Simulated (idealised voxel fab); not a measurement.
This section sets out a process module, namely voxel released beams.
The figure presents cross-section cut, which has a width of 185 nm and is divided into square cells with an edge length of 5 nm.
In this document a cross-section is written as a grid of square cells. It is given as a series of bands, listed from the top down, and a band is one or more rows of cells. Quick guide to a band line: top height, bottom height (nm) up front; then every material left to right with its width in nm. Only one material and it's marked "all across"? Then it fills the band edge to edge. And "blank" just means empty space. Ref level 0: as-received wafer is one material below here. Bottom band extends down with no lower bound ("top 0, no bottom"). It should be noted that a width expressed as "30->40" varies in equal increments from row to row of cells within the band, taking the value of the first number at the top row and that of the second number at the bottom row. The cross-section has no changed cell in any step marked "nothing altered". This entry, "Fully sealed voids", enumerates those empty regions of no fewer than 8 cells that possess no open connection to the top. Each region is reported in the form width x height at distance, the distance being taken from the left edge, with all three quantities expressed in nm. Text after the settings on a step's line: the simulator's own remark on that step. Among the settings permitted on a step's line is "overlay nm"; applied to a step with a mask, it specifies the extent to which the mask lay to the right of its planned position, whereas a negative figure signifies a position to the left. Quick note on how to read the rest: it's all pairs. You get the cross-section before a process step and the one after, but the after one only goes down as far as the lowest band that changed. The step in between, with its settings, sits under the pair. Heads up, the pairs can come from different runs of this module on the same starting wafer, so don't assume a pair picks up from the one above unless its "Incoming profile" entry says it does.

## Incoming profile
- top 0, no bottom = Si all across
- Fully sealed voids: none

## Post-Step Geometry
- top 10, bottom 0 = Al2O3 all across
- Unchanged below 0.
- Fully sealed voids: none
The cross-sections above show the structure before and after this step: CONFORMAL_DEP (material Al2O3; thk nm 10)

Incoming profile: no separate figure, the pair right above already shows it after its step.

## Post-Step Geometry
- top 25, bottom 10 = SiO2 all across
- Unchanged below 10.
- Fully sealed voids: none
The cross-sections above show the structure before and after this step: DIRECTIONAL_DEP (material SiO2; thk nm 15)

Incoming profile: no separate figure, the pair right above already shows it after its step.

## Post-Step Geometry
- top 40, bottom 25 = aC all across
- Unchanged below 25.
- Fully sealed voids: none
The cross-sections above show the structure before and after this step: DIRECTIONAL_DEP (material aC; thk nm 15)

Incoming profile: no separate figure, the pair right above already shows it after its step.

## Post-Step Geometry
- top 75, bottom 40 = 40 resist | 40 blank | 105 resist
- Unchanged below 40.
- Fully sealed voids: none
The cross-sections above show the structure before and after this step: PATTERN (tone open; mask id ANCHOR; material resist; width nm 40; thk nm 35; overlay nm 0)

Incoming profile: no separate figure, the pair right above already shows it after its step.

## Post-Step Geometry
- top 60, bottom 40 = 40 resist | 40 blank | 105 resist
- top 40, bottom 25 = 40 aC | 40 blank | 105 aC
- Unchanged below 25.
- Fully sealed voids: none
The cross-sections above show the structure before and after this step: DIRECTIONAL_ETCH (etch materials aC; depth nm 15)

Incoming profile: no separate figure, the pair right above already shows it after its step.

## Post-Step Geometry
- top 40, bottom 25 = 40 aC | 40 blank | 105 aC
- Unchanged below 25.
- Fully sealed voids: none
The cross-sections above show the structure before and after this step: STRIP (etch materials resist)

Incoming profile: no separate figure, the pair right above already shows it after its step.

## Post-Step Geometry
- top 40, bottom 25 = 40 aC | 40 blank | 105 aC
- top 25, bottom 10 = 40 SiO2 | 40 blank | 105 SiO2
- Unchanged below 10.
- Fully sealed voids: none
The cross-sections above show the structure before and after this step: DIRECTIONAL_ETCH (etch materials SiO2; depth nm 15)

Incoming profile: no separate figure, the pair right above already shows it after its step.

## Post-Step Geometry
- top 25, bottom 10 = 40 SiO2 | 40 blank | 105 SiO2
- Unchanged below 10.
- Fully sealed voids: none
The cross-sections above show the structure before and after this step: STRIP (etch materials aC)

Incoming profile: no separate figure, the pair right above already shows it after its step.

## Post-Step Geometry
- top 40, bottom 25 = 55 W | 10 blank | 120 W
- top 25, bottom 10 = 40 SiO2 | 40 W | 105 SiO2
- Unchanged below 10.
- Fully sealed voids: none
The cross-sections above show the structure before and after this step: CONFORMAL_DEP (material W; thk nm 15)

Incoming profile: no separate figure, the pair right above already shows it after its step.

## Post-Step Geometry
- top 40, bottom 25 = 35 blank | 20 W | 10 blank | 75 W | 45 blank
- Unchanged below 25.
- Fully sealed voids: none
The cross-sections above show the structure before and after this step: MASKED_ETCH (tone cover; mask id BEAM; width nm 105; etch materials W; depth nm 15; overlay nm 0)

Incoming profile: no separate figure, the pair right above already shows it after its step.

## Post-Step Geometry
- top 40, bottom 25 = 35 blank | 20 W | 10 blank | 75 W | 45 blank
- top 25, bottom 10 = 40 blank | 40 W | 105 blank
- Unchanged below 10.
- Fully sealed voids: none
The cross-sections above show the structure before and after this step: STRIP (etch materials SiO2)

## Incoming profile
- top 0, no bottom = Si all across
- Fully sealed voids: none

## Post-Step Geometry
- top 15, bottom 0 = SiO2 all across
- Unchanged below 0.
- Fully sealed voids: none
The cross-sections above show the structure before and after this step: DIRECTIONAL_DEP (material SiO2; thk nm 15)

Incoming profile: no separate figure, the pair right above already shows it after its step.

## Post-Step Geometry
- top 30, bottom 15 = aC all across
- Unchanged below 15.
- Fully sealed voids: none
The cross-sections above show the structure before and after this step: DIRECTIONAL_DEP (material aC; thk nm 15)

Incoming profile: no separate figure, the pair right above already shows it after its step.

## Post-Step Geometry
- top 65, bottom 30 = 40 resist | 40 blank | 105 resist
- Unchanged below 30.
- Fully sealed voids: none
The cross-sections above show the structure before and after this step: PATTERN (tone open; mask id ANCHOR; material resist; width nm 40; thk nm 35; overlay nm 0)

Incoming profile: no separate figure, the pair right above already shows it after its step.

## Post-Step Geometry
- top 50, bottom 30 = 40 resist | 40 blank | 105 resist
- top 30, bottom 15 = 40 aC | 40 blank | 105 aC
- Unchanged below 15.
- Fully sealed voids: none
The cross-sections above show the structure before and after this step: DIRECTIONAL_ETCH (etch materials aC; depth nm 15)

Incoming profile: no separate figure, the pair right above already shows it after its step.

## Post-Step Geometry
- top 30, bottom 15 = 40 aC | 40 blank | 105 aC
- Unchanged below 15.
- Fully sealed voids: none
The cross-sections above show the structure before and after this step: STRIP (etch materials resist)

Incoming profile: no separate figure, the pair right above already shows it after its step.

## Post-Step Geometry
- top 30, bottom 15 = 40 aC | 40 blank | 105 aC
- top 15, bottom 0 = 40 SiO2 | 40 blank | 105 SiO2
- Unchanged below 0.
- Fully sealed voids: none
The cross-sections above show the structure before and after this step: DIRECTIONAL_ETCH (etch materials SiO2; depth nm 15)

Incoming profile: no separate figure, the pair right above already shows it after its step.

## Post-Step Geometry
- top 15, bottom 0 = 40 SiO2 | 40 blank | 105 SiO2
- Unchanged below 0.
- Fully sealed voids: none
The cross-sections above show the structure before and after this step: STRIP (etch materials aC)

Incoming profile: no separate figure, the pair right above already shows it after its step.

## Post-Step Geometry
- top 30, bottom 15 = 55 W | 10 blank | 120 W
- top 15, bottom 0 = 40 SiO2 | 40 W | 105 SiO2
- Unchanged below 0.
- Fully sealed voids: none
The cross-sections above show the structure before and after this step: CONFORMAL_DEP (material W; thk nm 15)

Incoming profile: no separate figure, the pair right above already shows it after its step.

## Post-Step Geometry
- top 30, bottom 15 = 35 blank | 20 W | 10 blank | 75 W | 45 blank
- Unchanged below 15.
- Fully sealed voids: none
The cross-sections above show the structure before and after this step: MASKED_ETCH (tone cover; mask id BEAM; width nm 105; etch materials W; depth nm 15; overlay nm 0)

Incoming profile: no separate figure, the pair right above already shows it after its step.

## Post-Step Geometry
- top 30, bottom 15 = 35 blank | 20 W | 10 blank | 75 W | 45 blank
- top 15, bottom 0 = 40 blank | 40 W | 105 blank
- Unchanged below 0.
- Fully sealed voids: none
The cross-sections above show the structure before and after this step: STRIP (etch materials SiO2)

## Incoming profile
- top 40, bottom 25 = 55 W | 10 blank | 120 W
- top 25, bottom 10 = 40 SiO2 | 40 W | 105 SiO2
- top 10, bottom 0 = Al2O3 all across
- top 0, no bottom = Si all across
- Fully sealed voids: none

## Post-Step Geometry
- top 55, bottom 25 = W all across
- Unchanged below 25.
- Fully sealed voids: none
The cross-sections above show the structure before and after this step: CONFORMAL_DEP (material W; thk nm 15)

Incoming profile: no separate figure, the pair right above already shows it after its step.

## Post-Step Geometry
- top 55, bottom 40 = 35 blank | 105 W | 45 blank
- Unchanged below 40.
- Fully sealed voids: none
The cross-sections above show the structure before and after this step: MASKED_ETCH (tone cover; mask id BEAM; width nm 105; etch materials W; depth nm 15; overlay nm 0)

## Incoming profile
- top 15, bottom 0 = SiO2 all across
- top 0, no bottom = Si all across
- Fully sealed voids: none

## Post-Step Geometry
- top 25, bottom 15 = Al2O3 all across
- Unchanged below 15.
- Fully sealed voids: none
The cross-sections above show the structure before and after this step: CONFORMAL_DEP (material Al2O3; thk nm 10)

Incoming profile: no separate figure, the pair right above already shows it after its step.

## Post-Step Geometry
- top 40, bottom 25 = aC all across
- Unchanged below 25.
- Fully sealed voids: none
The cross-sections above show the structure before and after this step: DIRECTIONAL_DEP (material aC; thk nm 15)

Incoming profile: no separate figure, the pair right above already shows it after its step.

## Post-Step Geometry
- top 75, bottom 40 = 40 resist | 40 blank | 105 resist
- Unchanged below 40.
- Fully sealed voids: none
The cross-sections above show the structure before and after this step: PATTERN (tone open; mask id ANCHOR; material resist; width nm 40; thk nm 35; overlay nm 0)

Incoming profile: no separate figure, the pair right above already shows it after its step.

## Post-Step Geometry
- top 60, bottom 40 = 40 resist | 40 blank | 105 resist
- top 40, bottom 25 = 40 aC | 40 blank | 105 aC
- Unchanged below 25.
- Fully sealed voids: none
The cross-sections above show the structure before and after this step: DIRECTIONAL_ETCH (etch materials aC; depth nm 15)

Incoming profile: no separate figure, the pair right above already shows it after its step.

## Post-Step Geometry
- top 40, bottom 25 = 40 aC | 40 blank | 105 aC
- Unchanged below 25.
- Fully sealed voids: none
The cross-sections above show the structure before and after this step: STRIP (etch materials resist)

Incoming profile: no separate figure, the pair right above already shows it after its step.

## Post-Step Geometry
- top 25, bottom 15 = Al2O3 all across
- Unchanged below 15.
- Fully sealed voids: none
The cross-sections above show the structure before and after this step: STRIP (etch materials aC)

Incoming profile: no separate figure, the pair right above already shows it after its step.

## Post-Step Geometry
- top 40, bottom 25 = W all across
- Unchanged below 25.
- Fully sealed voids: none
The cross-sections above show the structure before and after this step: CONFORMAL_DEP (material W; thk nm 15)

Incoming profile: no separate figure, the pair right above already shows it after its step.

## Post-Step Geometry
- top 40, bottom 25 = 35 blank | 105 W | 45 blank
- Unchanged below 25.
- Fully sealed voids: none
The cross-sections above show the structure before and after this step: MASKED_ETCH (tone cover; mask id BEAM; width nm 105; etch materials W; depth nm 15; overlay nm 0)

## Incoming profile
- top 25, bottom 10 = 40 SiO2 | 40 blank | 105 SiO2
- top 10, bottom 0 = Al2O3 all across
- top 0, no bottom = Si all across
- Fully sealed voids: none

## Post-Step Geometry
- top 45, bottom 25 = W all across
- top 25, bottom 10 = 40 SiO2 | 40 W | 105 SiO2
- Unchanged below 10.
- Fully sealed voids: none
The cross-sections above show the structure before and after this step: CONFORMAL_DEP (material W; thk nm 20)

Incoming profile: no separate figure, the pair right above already shows it after its step.

## Post-Step Geometry
- top 45, bottom 30 = 35 blank | 105 W | 45 blank
- Unchanged below 30.
- Fully sealed voids: none
The cross-sections above show the structure before and after this step: MASKED_ETCH (tone cover; mask id BEAM; width nm 105; etch materials W; depth nm 15; overlay nm 0)

## Incoming profile
- top 40, bottom 25 = aC all across
- top 25, bottom 10 = SiO2 all across
- top 10, bottom 0 = Al2O3 all across
- top 0, no bottom = Si all across
- Fully sealed voids: none

## Post-Step Geometry
- top 75, bottom 40 = 45 resist | 30 blank | 110 resist
- Unchanged below 40.
- Fully sealed voids: none
The cross-sections above show the structure before and after this step: PATTERN (tone open; mask id ANCHOR; material resist; width nm 30; thk nm 35; overlay nm 0)

Incoming profile: no separate figure, the pair right above already shows it after its step.

## Post-Step Geometry
- top 60, bottom 40 = 45 resist | 30 blank | 110 resist
- top 40, bottom 25 = 45 aC | 30 blank | 110 aC
- Unchanged below 25.
- Fully sealed voids: none
The cross-sections above show the structure before and after this step: DIRECTIONAL_ETCH (etch materials aC; depth nm 15)

Incoming profile: no separate figure, the pair right above already shows it after its step.

## Post-Step Geometry
- top 40, bottom 25 = 45 aC | 30 blank | 110 aC
- Unchanged below 25.
- Fully sealed voids: none
The cross-sections above show the structure before and after this step: STRIP (etch materials resist)

Incoming profile: no separate figure, the pair right above already shows it after its step.

## Post-Step Geometry
- top 40, bottom 25 = 45 aC | 30 blank | 110 aC
- top 25, bottom 10 = 45 SiO2 | 30 blank | 110 SiO2
- Unchanged below 10.
- Fully sealed voids: none
The cross-sections above show the structure before and after this step: DIRECTIONAL_ETCH (etch materials SiO2; depth nm 15)

Incoming profile: no separate figure, the pair right above already shows it after its step.

## Post-Step Geometry
- top 25, bottom 10 = 45 SiO2 | 30 blank | 110 SiO2
- Unchanged below 10.
- Fully sealed voids: none
The cross-sections above show the structure before and after this step: STRIP (etch materials aC)

Incoming profile: no separate figure, the pair right above already shows it after its step.

## Post-Step Geometry
- top 40, bottom 25 = W all across
- top 25, bottom 10 = 45 SiO2 | 30 W | 110 SiO2
- Unchanged below 10.
- Fully sealed voids: none
The cross-sections above show the structure before and after this step: CONFORMAL_DEP (material W; thk nm 15)

Incoming profile: no separate figure, the pair right above already shows it after its step.

## Post-Step Geometry
- top 40, bottom 25 = 35 blank | 105 W | 45 blank
- Unchanged below 25.
- Fully sealed voids: none
The cross-sections above show the structure before and after this step: MASKED_ETCH (tone cover; mask id BEAM; width nm 105; etch materials W; depth nm 15; overlay nm 0)

Incoming profile: no separate figure, the pair right above already shows it after its step.

## Post-Step Geometry
- top 40, bottom 25 = 35 blank | 105 W | 45 blank
- top 25, bottom 10 = 45 blank | 30 W | 110 blank
- Unchanged below 10.
- Fully sealed voids: none
The cross-sections above show the structure before and after this step: STRIP (etch materials SiO2)

## Incoming profile
- top 40, bottom 25 = 55 W | 10 blank | 120 W
- top 25, bottom 10 = 40 SiO2 | 40 W | 105 SiO2
- top 10, bottom 0 = Al2O3 all across
- top 0, no bottom = Si all across
- Fully sealed voids: none

## Post-Step Geometry
- top 40, bottom 25 = 45 blank | 10 W | 10 blank | 85 W | 35 blank
- Unchanged below 25.
- Fully sealed voids: none
The cross-sections above show the structure before and after this step: MASKED_ETCH (tone cover; mask id BEAM; width nm 105; etch materials W; depth nm 15; overlay nm 10)

Incoming profile: no separate figure, the pair right above already shows it after its step.

## Post-Step Geometry
- top 40, bottom 25 = 45 blank | 10 W | 10 blank | 85 W | 35 blank
- top 25, bottom 10 = 40 blank | 40 W | 105 blank
- Unchanged below 10.
- Fully sealed voids: none
The cross-sections above show the structure before and after this step: STRIP (etch materials SiO2)

## Incoming profile
- top 0, no bottom = Si all across
- Fully sealed voids: none

## Post-Step Geometry
- top 10, bottom 0 = SiO2 all across
- Unchanged below 0.
- Fully sealed voids: none
The cross-sections above show the structure before and after this step: CONFORMAL_DEP (material SiO2; thk nm 10)

Incoming profile: no separate figure, the pair right above already shows it after its step.

## Post-Step Geometry
- top 25, bottom 0 = SiO2 all across
- Unchanged below 0.
- Fully sealed voids: none
The cross-sections above show the structure before and after this step: DIRECTIONAL_DEP (material SiO2; thk nm 15)

Incoming profile: no separate figure, the pair right above already shows it after its step.

## Post-Step Geometry
- top 40, bottom 25 = aC all across
- Unchanged below 25.
- Fully sealed voids: none
The cross-sections above show the structure before and after this step: DIRECTIONAL_DEP (material aC; thk nm 15)

Incoming profile: no separate figure, the pair right above already shows it after its step.

## Post-Step Geometry
- top 75, bottom 40 = 40 resist | 40 blank | 105 resist
- Unchanged below 40.
- Fully sealed voids: none
The cross-sections above show the structure before and after this step: PATTERN (tone open; mask id ANCHOR; material resist; width nm 40; thk nm 35; overlay nm 0)

Incoming profile: no separate figure, the pair right above already shows it after its step.

## Post-Step Geometry
- top 60, bottom 40 = 40 resist | 40 blank | 105 resist
- top 40, bottom 25 = 40 aC | 40 blank | 105 aC
- Unchanged below 25.
- Fully sealed voids: none
The cross-sections above show the structure before and after this step: DIRECTIONAL_ETCH (etch materials aC; depth nm 15)

Incoming profile: no separate figure, the pair right above already shows it after its step.

## Post-Step Geometry
- top 40, bottom 25 = 40 aC | 40 blank | 105 aC
- Unchanged below 25.
- Fully sealed voids: none
The cross-sections above show the structure before and after this step: STRIP (etch materials resist)

Incoming profile: no separate figure, the pair right above already shows it after its step.

## Post-Step Geometry
- top 40, bottom 25 = 40 aC | 40 blank | 105 aC
- top 25, bottom 10 = 40 SiO2 | 40 blank | 105 SiO2
- Unchanged below 10.
- Fully sealed voids: none
The cross-sections above show the structure before and after this step: DIRECTIONAL_ETCH (etch materials SiO2; depth nm 15)

Incoming profile: no separate figure, the pair right above already shows it after its step.

## Post-Step Geometry
- top 25, bottom 10 = 40 SiO2 | 40 blank | 105 SiO2
- Unchanged below 10.
- Fully sealed voids: none
The cross-sections above show the structure before and after this step: STRIP (etch materials aC)

Incoming profile: no separate figure, the pair right above already shows it after its step.

## Post-Step Geometry
- top 40, bottom 25 = 55 W | 10 blank | 120 W
- top 25, bottom 10 = 40 SiO2 | 40 W | 105 SiO2
- Unchanged below 10.
- Fully sealed voids: none
The cross-sections above show the structure before and after this step: CONFORMAL_DEP (material W; thk nm 15)

Incoming profile: no separate figure, the pair right above already shows it after its step.

## Post-Step Geometry
- top 40, bottom 25 = 35 blank | 20 W | 10 blank | 75 W | 45 blank
- Unchanged below 25.
- Fully sealed voids: none
The cross-sections above show the structure before and after this step: MASKED_ETCH (tone cover; mask id BEAM; width nm 105; etch materials W; depth nm 15; overlay nm 0)

Incoming profile: no separate figure, the pair right above already shows it after its step.

## Post-Step Geometry
- top 0, no bottom = Si all across
- Fully sealed voids: none
The cross-sections above show the structure before and after this step: STRIP (etch materials SiO2)

## Incoming profile
- top 40, bottom 25 = aC all across
- top 25, bottom 10 = SiO2 all across
- top 10, bottom 0 = Al2O3 all across
- top 0, no bottom = Si all across
- Fully sealed voids: none

## Post-Step Geometry
- top 75, bottom 40 = 40 blank | 40 resist | 105 blank
- Unchanged below 40.
- Fully sealed voids: none
The cross-sections above show the structure before and after this step: PATTERN (tone cover; mask id ANCHOR; material resist; width nm 40; thk nm 35; overlay nm 0)

Incoming profile: no separate figure, the pair right above already shows it after its step.

## Post-Step Geometry
- top 60, bottom 40 = 40 blank | 40 resist | 105 blank
- top 40, bottom 25 = 40 blank | 40 aC | 105 blank
- Unchanged below 25.
- Fully sealed voids: none
The cross-sections above show the structure before and after this step: DIRECTIONAL_ETCH (etch materials aC; depth nm 15)

Incoming profile: no separate figure, the pair right above already shows it after its step.

## Post-Step Geometry
- top 40, bottom 25 = 40 blank | 40 aC | 105 blank
- Unchanged below 25.
- Fully sealed voids: none
The cross-sections above show the structure before and after this step: STRIP (etch materials resist)

Incoming profile: no separate figure, the pair right above already shows it after its step.

## Post-Step Geometry
- top 40, bottom 25 = 40 blank | 40 aC | 105 blank
- top 25, bottom 10 = 40 blank | 40 SiO2 | 105 blank
- Unchanged below 10.
- Fully sealed voids: none
The cross-sections above show the structure before and after this step: DIRECTIONAL_ETCH (etch materials SiO2; depth nm 15)

Incoming profile: no separate figure, the pair right above already shows it after its step.

## Post-Step Geometry
- top 25, bottom 10 = 40 blank | 40 SiO2 | 105 blank
- Unchanged below 10.
- Fully sealed voids: none
The cross-sections above show the structure before and after this step: STRIP (etch materials aC)

Incoming profile: no separate figure, the pair right above already shows it after its step.

## Post-Step Geometry
- top 40, bottom 25 = 25 blank | 70 W | 90 blank
- top 25, bottom 10 = 40 W | 40 SiO2 | 105 W
- Unchanged below 10.
- Fully sealed voids: none
The cross-sections above show the structure before and after this step: CONFORMAL_DEP (material W; thk nm 15)

Incoming profile: no separate figure, the pair right above already shows it after its step.

## Post-Step Geometry
- top 40, bottom 25 = 35 blank | 60 W | 90 blank
- top 25, bottom 10 = 25 blank | 15 W | 40 SiO2 | 60 W | 45 blank
- Unchanged below 10.
- Fully sealed voids: none
The cross-sections above show the structure before and after this step: MASKED_ETCH (tone cover; mask id BEAM; width nm 105; etch materials W; depth nm 15; overlay nm 0)
